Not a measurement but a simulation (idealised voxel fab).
process module | voxel capacitor over wiring
cross-section cut | 195 nm wide | cells 5 nm
A cross-section is a grid of square cells, given in bands from the top down. A band is one or more rows of cells.
Each band's line starts with the height of the band's top and of its bottom, in nm. Then come its materials from left to right, each with its width in nm. One material with "throughout" fills the band from edge to edge. "air" is empty space.
Height 0 is the level under which the wafer as received is all one material. The lowest band goes on downwards, as in "0 down".
A width such as "30 to 40" changes by the same amount from each row of cells to the next, from the band's top row to its bottom row.
"no change" after a step means that no cell of the cross-section changed.
closed voids: empty space of 8 cells or more with no open way to the top, each as width x height at its distance from the left edge, in nm
after a step's settings: what the simulator itself notes on the step
overlay nm, on a step with a mask: how far to the right of its planned place the mask lay; to the left if negative
plan
1 op RECEIVE | material Si
2 op CONFORMAL_DEP | material SiO2 | thk nm 15
3 op DIRECTIONAL_DEP | material TiN | thk nm 5
4 op DIRECTIONAL_DEP | material W | thk nm 15
5 op DIRECTIONAL_DEP | material aC | thk nm 15
6 op PATTERN | tone cover | mask id METAL_1 | material resist | width nm 20 | pitch nm 75 | thk nm 35 | overlay nm 0
7 op DIRECTIONAL_ETCH | etch materials aC | depth nm 15
8 op STRIP | etch materials resist
9 op DIRECTIONAL_ETCH | etch materials W | depth nm 15
10 op DIRECTIONAL_ETCH | etch materials TiN | depth nm 5
11 op STRIP | etch materials aC
12 op CONFORMAL_DEP | material SiCN | thk nm 5
13 op FILL_DEP | material lowk | thk nm 5
14 op CMP | height nm 35
15 op CONFORMAL_DEP | material SiCN | thk nm 5
16 op DIRECTIONAL_DEP | material lowk | thk nm 10
17 op DIRECTIONAL_DEP | material aC | thk nm 15
18 op PATTERN | tone open | mask id PLUG_1 | material resist | width nm 15 | thk nm 35 | overlay nm 0
19 op DIRECTIONAL_ETCH | etch materials aC | depth nm 15
20 op STRIP | etch materials resist
21 op DIRECTIONAL_ETCH | etch materials lowk | depth nm 10
22 op DIRECTIONAL_ETCH | etch materials SiCN | depth nm 5
23 op STRIP | etch materials aC
24 op EPI | material Ru | thk nm 10
25 op EPI | material Ru | thk nm 5
26 op DIRECTIONAL_DEP | material TiN | thk nm 5
27 op DIRECTIONAL_DEP | material Al2O3 | thk nm 5
28 op DIRECTIONAL_DEP | material TiN | thk nm 10
29 op MASKED_ETCH | tone cover | mask id UPPER_PLATE | width nm 60 | etch materials TiN | depth nm 10 | overlay nm 0
30 op MASKED_ETCH | tone cover | mask id UPPER_PLATE | width nm 60 | etch materials Al2O3 | depth nm 5 | overlay nm 0
31 op DIRECTIONAL_DEP | material aC | thk nm 15
32 op PATTERN | tone cover | mask id LOWER_PLATE | material resist | width nm 70 | thk nm 30 | overlay nm 0
33 op DIRECTIONAL_ETCH | etch materials aC | depth nm 15
34 op STRIP | etch materials resist
35 op DIRECTIONAL_ETCH | etch materials TiN | depth nm 5
36 op STRIP | etch materials aC
37 op FILL_DEP | material SiO2 | thk nm 20
38 op CMP | height nm 85
39 op MASKED_ETCH | tone open | mask id PLUG_2 | width nm 15 | etch materials SiO2 | depth nm 15 | overlay nm 0
40 op CONFORMAL_DEP | material TiN | thk nm 5
41 op FILL_DEP | material Cu | thk nm 5
42 op CMP | height nm 85
43 op CONFORMAL_DEP | material SiCN | thk nm 5
first wafer, as planned
as received, after step 1
  0 down: Si throughout
  closed voids: none
after step 2
  15 to 0: SiO2 throughout
  below 0: unchanged
after step 3
  20 to 15: TiN throughout
  below 15: unchanged
after step 4
  35 to 20: W throughout
  below 20: unchanged
after step 5
  50 to 35: aC throughout
  below 35: unchanged
after step 6
  85 to 50: air 50 | resist 20 | air 55 | resist 20 | air 50
  below 50: unchanged
after step 7
  70 to 50: air 50 | resist 20 | air 55 | resist 20 | air 50
  50 to 35: air 50 | aC 20 | air 55 | aC 20 | air 50
  below 35: unchanged
after step 8
  50 to 35: air 50 | aC 20 | air 55 | aC 20 | air 50
  below 35: unchanged
after step 9
  50 to 35: air 50 | aC 20 | air 55 | aC 20 | air 50
  35 to 20: air 50 | W 20 | air 55 | W 20 | air 50
  below 20: unchanged
after step 10
  50 to 35: air 50 | aC 20 | air 55 | aC 20 | air 50
  35 to 20: air 50 | W 20 | air 55 | W 20 | air 50
  20 to 15: air 50 | TiN 20 | air 55 | TiN 20 | air 50
  below 15: unchanged
after step 11
  35 to 20: air 50 | W 20 | air 55 | W 20 | air 50
  below 20: unchanged
after step 12
  40 to 35: air 45 | SiCN 30 | air 45 | SiCN 30 | air 45
  35 to 20: air 45 | SiCN 5 | W 20 | SiCN 5 | air 45 | SiCN 5 | W 20 | SiCN 5 | air 45
  20 to 15: SiCN 50 | TiN 20 | SiCN 55 | TiN 20 | SiCN 50
  below 15: unchanged
after step 13
  45 to 40: lowk throughout
  40 to 35: lowk 45 | SiCN 30 | lowk 45 | SiCN 30 | lowk 45
  35 to 20: lowk 45 | SiCN 5 | W 20 | SiCN 5 | lowk 45 | SiCN 5 | W 20 | SiCN 5 | lowk 45
  below 20: unchanged
after step 14
  35 to 20: lowk 45 | SiCN 5 | W 20 | SiCN 5 | lowk 45 | SiCN 5 | W 20 | SiCN 5 | lowk 45
  below 20: unchanged
after step 15
  40 to 35: SiCN throughout
  below 35: unchanged
after step 16
  50 to 40: lowk throughout
  below 40: unchanged
after step 17
  65 to 50: aC throughout
  below 50: unchanged
after step 18
  100 to 65: resist 55 | air 15 | resist 125
  below 65: unchanged
after step 19
  85 to 65: resist 55 | air 15 | resist 125
  65 to 50: aC 55 | air 15 | aC 125
  below 50: unchanged
after step 20
  65 to 50: aC 55 | air 15 | aC 125
  below 50: unchanged
after step 21
  65 to 50: aC 55 | air 15 | aC 125
  50 to 40: lowk 55 | air 15 | lowk 125
  below 40: unchanged
after step 22
  65 to 50: aC 55 | air 15 | aC 125
  50 to 40: lowk 55 | air 15 | lowk 125
  40 to 35: SiCN 55 | air 15 | SiCN 125
  below 35: unchanged
after step 23
  50 to 40: lowk 55 | air 15 | lowk 125
  below 40: unchanged
after step 24
  50 to 45: lowk 55 | air 15 | lowk 125
  45 to 40: lowk 55 | Ru 15 | lowk 125
  40 to 35: SiCN 55 | Ru 15 | SiCN 125
  below 35: unchanged
after step 25
  50 to 40: lowk 55 | Ru 15 | lowk 125
  below 40: unchanged
after step 26
  55 to 50: TiN throughout
  below 50: unchanged
after step 27
  60 to 55: Al2O3 throughout
  below 55: unchanged
after step 28
  70 to 60: TiN throughout
  below 60: unchanged
after step 29
  70 to 60: air 55 | TiN 60 | air 80
  below 60: unchanged
after step 30
  70 to 60: air 55 | TiN 60 | air 80
  60 to 55: air 55 | Al2O3 60 | air 80
  below 55: unchanged
after step 31
  85 to 70: air 55 | aC 60 | air 80
  70 to 60: aC 55 | TiN 60 | aC 80
  60 to 55: aC 55 | Al2O3 60 | aC 80
  below 55: unchanged
after step 32
  115 to 85: air 50 | resist 70 | air 75
  85 to 70: air 50 | resist 5 | aC 60 | resist 5 | air 75
  below 70: unchanged
after step 33
  100 to 85: air 50 | resist 70 | air 75
  85 to 70: air 50 | resist 5 | aC 60 | resist 5 | air 75
  70 to 60: air 50 | aC 5 | TiN 60 | aC 5 | air 75
  60 to 55: air 50 | aC 5 | Al2O3 60 | aC 5 | air 75
  below 55: unchanged
after step 34
  85 to 70: air 55 | aC 60 | air 80
  below 70: unchanged
after step 35
  85 to 70: air 55 | aC 60 | air 80
  70 to 60: air 50 | aC 5 | TiN 60 | aC 5 | air 75
  60 to 55: air 50 | aC 5 | Al2O3 60 | aC 5 | air 75
  55 to 50: air 50 | TiN 70 | air 75
  below 50: unchanged
after step 36
  70 to 60: air 55 | TiN 60 | air 80
  60 to 55: air 55 | Al2O3 60 | air 80
  below 55: unchanged
after step 37
  90 to 70: SiO2 throughout
  70 to 60: SiO2 55 | TiN 60 | SiO2 80
  60 to 55: SiO2 55 | Al2O3 60 | SiO2 80
  55 to 50: SiO2 50 | TiN 70 | SiO2 75
  below 50: unchanged
after step 38
  85 to 70: SiO2 throughout
  below 70: unchanged
after step 39
  85 to 70: SiO2 65 | air 15 | SiO2 115
  below 70: unchanged
after step 40
  90 to 85: TiN 70 | air 5 | TiN 120
  85 to 75: SiO2 65 | TiN 5 | air 5 | TiN 5 | SiO2 115
  75 to 70: SiO2 65 | TiN 15 | SiO2 115
  below 70: unchanged
after step 41
  95 to 90: Cu throughout
  90 to 85: TiN 70 | Cu 5 | TiN 120
  85 to 75: SiO2 65 | TiN 5 | Cu 5 | TiN 5 | SiO2 115
  below 75: unchanged
after step 42
  85 to 75: SiO2 65 | TiN 5 | Cu 5 | TiN 5 | SiO2 115
  below 75: unchanged
after step 43
  90 to 85: SiCN throughout
  below 85: unchanged
second wafer: like start, like plan, one mistake. Through step 1 it matches the first wafer
when step 2 should have ended
  15 to 0: SiCN throughout
  below 0: unchanged
when step 3 should have ended
  20 to 15: TiN throughout
  below 15: unchanged
when step 4 should have ended
  35 to 20: W throughout
  below 20: unchanged
when step 5 should have ended
  50 to 35: aC throughout
  below 35: unchanged
when step 6 should have ended
  85 to 50: air 50 | resist 20 | air 55 | resist 20 | air 50
  below 50: unchanged
when step 7 should have ended
  70 to 50: air 50 | resist 20 | air 55 | resist 20 | air 50
  50 to 35: air 50 | aC 20 | air 55 | aC 20 | air 50
  below 35: unchanged
when step 8 should have ended
  50 to 35: air 50 | aC 20 | air 55 | aC 20 | air 50
  below 35: unchanged
when step 9 should have ended
  50 to 35: air 50 | aC 20 | air 55 | aC 20 | air 50
  35 to 20: air 50 | W 20 | air 55 | W 20 | air 50
  below 20: unchanged
when step 10 should have ended
  50 to 35: air 50 | aC 20 | air 55 | aC 20 | air 50
  35 to 20: air 50 | W 20 | air 55 | W 20 | air 50
  20 to 15: air 50 | TiN 20 | air 55 | TiN 20 | air 50
  below 15: unchanged
when step 11 should have ended
  35 to 20: air 50 | W 20 | air 55 | W 20 | air 50
  below 20: unchanged
when step 12 should have ended
  40 to 35: air 45 | SiCN 30 | air 45 | SiCN 30 | air 45
  35 to 20: air 45 | SiCN 5 | W 20 | SiCN 5 | air 45 | SiCN 5 | W 20 | SiCN 5 | air 45
  20 to 15: SiCN 50 | TiN 20 | SiCN 55 | TiN 20 | SiCN 50
  below 15: unchanged
when step 13 should have ended
  45 to 40: lowk throughout
  40 to 35: lowk 45 | SiCN 30 | lowk 45 | SiCN 30 | lowk 45
  35 to 20: lowk 45 | SiCN 5 | W 20 | SiCN 5 | lowk 45 | SiCN 5 | W 20 | SiCN 5 | lowk 45
  below 20: unchanged
when step 14 should have ended
  35 to 20: lowk 45 | SiCN 5 | W 20 | SiCN 5 | lowk 45 | SiCN 5 | W 20 | SiCN 5 | lowk 45
  below 20: unchanged
when step 15 should have ended
  40 to 35: SiCN throughout
  below 35: unchanged
when step 16 should have ended
  50 to 40: lowk throughout
  below 40: unchanged
when step 17 should have ended
  65 to 50: aC throughout
  below 50: unchanged
when step 18 should have ended
  100 to 65: resist 55 | air 15 | resist 125
  below 65: unchanged
when step 19 should have ended
  85 to 65: resist 55 | air 15 | resist 125
  65 to 50: aC 55 | air 15 | aC 125
  below 50: unchanged
when step 20 should have ended
  65 to 50: aC 55 | air 15 | aC 125
  below 50: unchanged
when step 21 should have ended
  65 to 50: aC 55 | air 15 | aC 125
  50 to 40: lowk 55 | air 15 | lowk 125
  below 40: unchanged
when step 22 should have ended
  65 to 50: aC 55 | air 15 | aC 125
  50 to 40: lowk 55 | air 15 | lowk 125
  40 to 35: SiCN 55 | air 15 | SiCN 125
  below 35: unchanged
when step 23 should have ended
  50 to 40: lowk 55 | air 15 | lowk 125
  below 40: unchanged
when step 24 should have ended
  50 to 45: lowk 55 | air 15 | lowk 125
  45 to 40: lowk 55 | Ru 15 | lowk 125
  40 to 35: SiCN 55 | Ru 15 | SiCN 125
  below 35: unchanged
when step 25 should have ended
  50 to 40: lowk 55 | Ru 15 | lowk 125
  below 40: unchanged
when step 26 should have ended
  55 to 50: TiN throughout
  below 50: unchanged
when step 27 should have ended
  60 to 55: Al2O3 throughout
  below 55: unchanged
when step 28 should have ended
  70 to 60: TiN throughout
  below 60: unchanged
when step 29 should have ended
  70 to 60: air 55 | TiN 60 | air 80
  below 60: unchanged
when step 30 should have ended
  70 to 60: air 55 | TiN 60 | air 80
  60 to 55: air 55 | Al2O3 60 | air 80
  below 55: unchanged
when step 31 should have ended
  85 to 70: air 55 | aC 60 | air 80
  70 to 60: aC 55 | TiN 60 | aC 80
  60 to 55: aC 55 | Al2O3 60 | aC 80
  below 55: unchanged
when step 32 should have ended
  115 to 85: air 50 | resist 70 | air 75
  85 to 70: air 50 | resist 5 | aC 60 | resist 5 | air 75
  below 70: unchanged
when step 33 should have ended
  100 to 85: air 50 | resist 70 | air 75
  85 to 70: air 50 | resist 5 | aC 60 | resist 5 | air 75
  70 to 60: air 50 | aC 5 | TiN 60 | aC 5 | air 75
  60 to 55: air 50 | aC 5 | Al2O3 60 | aC 5 | air 75
  below 55: unchanged
when step 34 should have ended
  85 to 70: air 55 | aC 60 | air 80
  below 70: unchanged
when step 35 should have ended
  85 to 70: air 55 | aC 60 | air 80
  70 to 60: air 50 | aC 5 | TiN 60 | aC 5 | air 75
  60 to 55: air 50 | aC 5 | Al2O3 60 | aC 5 | air 75
  55 to 50: air 50 | TiN 70 | air 75
  below 50: unchanged
when step 36 should have ended
  70 to 60: air 55 | TiN 60 | air 80
  60 to 55: air 55 | Al2O3 60 | air 80
  below 55: unchanged
when step 37 should have ended
  90 to 70: SiO2 throughout
  70 to 60: SiO2 55 | TiN 60 | SiO2 80
  60 to 55: SiO2 55 | Al2O3 60 | SiO2 80
  55 to 50: SiO2 50 | TiN 70 | SiO2 75
  below 50: unchanged
when step 38 should have ended
  85 to 70: SiO2 throughout
  below 70: unchanged
when step 39 should have ended
  85 to 70: SiO2 65 | air 15 | SiO2 115
  below 70: unchanged
when step 40 should have ended
  90 to 85: TiN 70 | air 5 | TiN 120
  85 to 75: SiO2 65 | TiN 5 | air 5 | TiN 5 | SiO2 115
  75 to 70: SiO2 65 | TiN 15 | SiO2 115
  below 70: unchanged
when step 41 should have ended
  95 to 90: Cu throughout
  90 to 85: TiN 70 | Cu 5 | TiN 120
  85 to 75: SiO2 65 | TiN 5 | Cu 5 | TiN 5 | SiO2 115
  below 75: unchanged
when step 42 should have ended
  85 to 75: SiO2 65 | TiN 5 | Cu 5 | TiN 5 | SiO2 115
  below 75: unchanged
when step 43 should have ended
  90 to 85: SiCN throughout
  below 85: unchanged
what went wrong: step 2 ran as: op CONFORMAL_DEP | material SiCN | thk nm 15
at the end the second wafer has, in cells: 117 more of SiCN | 117 fewer of SiO2
